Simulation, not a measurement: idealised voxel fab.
process module | voxel lift off
cross-section cut | 285 nm wide | cells 5 nm
A cross-section is a grid of square cells, given in bands from the top down. A band is one or more rows of cells.
Each band's line starts with the height of the band's top and of its bottom, in nm. Then come its materials from left to right, each with its width in nm. One material with "throughout" fills the band from edge to edge. "air" is empty space.
Height 0 is the level under which the wafer as received is all one material. The lowest band goes on downwards, as in "0 down".
A width such as "30 to 40" changes by the same amount from each row of cells to the next, from the band's top row to its bottom row.
"no change" after a step means that no cell of the cross-section changed.
closed voids: empty space of 8 cells or more with no open way to the top, each as width x height at its distance from the left edge, in nm
after a step's settings: what the simulator itself notes on the step
overlay nm, on a step with a mask: how far to the right of its planned place the mask lay; to the left if negative
plan
1 op RECEIVE | material Si
2 op CONFORMAL_DEP | material SiO2 | thk nm 10
3 op PATTERN | tone open | mask id LINES | material resist | width nm 25 | pitch nm 40 | thk nm 20 | overlay nm -15
4 op DIRECTIONAL_DEP | material Ru | thk nm 5
5 op STRIP | etch materials resist
6 op CONFORMAL_DEP | material SiN | thk nm 10
varied across the wafers: overlay nm of step 3. The plan shows the first wafer's value. All wafers start alike
first wafer as received, after step 1
  0 down: Si throughout
  closed voids: none
first wafer at the end, after step 6
  25 to 20: air 85 | SiN 85 | air 115
  20 to 15: SiN throughout
  15 to 10: SiN 95 | Ru 25 | SiN 15 | Ru 25 | SiN 125
  10 to 0: SiO2 throughout
  0 down: Si throughout
  closed voids: none
last wafer at the end
  25 to 20: air 115 | SiN 85 | air 85
  20 to 15: SiN throughout
  15 to 10: SiN 125 | Ru 25 | SiN 15 | Ru 25 | SiN 95
  10 to 0: SiO2 throughout
  0 down: Si throughout
  closed voids: none
each wafer at the end: cells of each material gained (+) or lost (-) since it was received, then its closed voids
overlay nm -15 | +10 Ru | +121 SiN | +114 SiO2 | closed voids: none
overlay nm -10 | +10 Ru | +121 SiN | +114 SiO2 | closed voids: none
overlay nm -5 | +10 Ru | +121 SiN | +114 SiO2 | closed voids: none
overlay nm 0 | +10 Ru | +121 SiN | +114 SiO2 | closed voids: none
overlay nm 5 | +10 Ru | +121 SiN | +114 SiO2 | closed voids: none
overlay nm 10 | +10 Ru | +121 SiN | +114 SiO2 | closed voids: none
overlay nm 15 | +10 Ru | +121 SiN | +114 SiO2 | closed voids: none
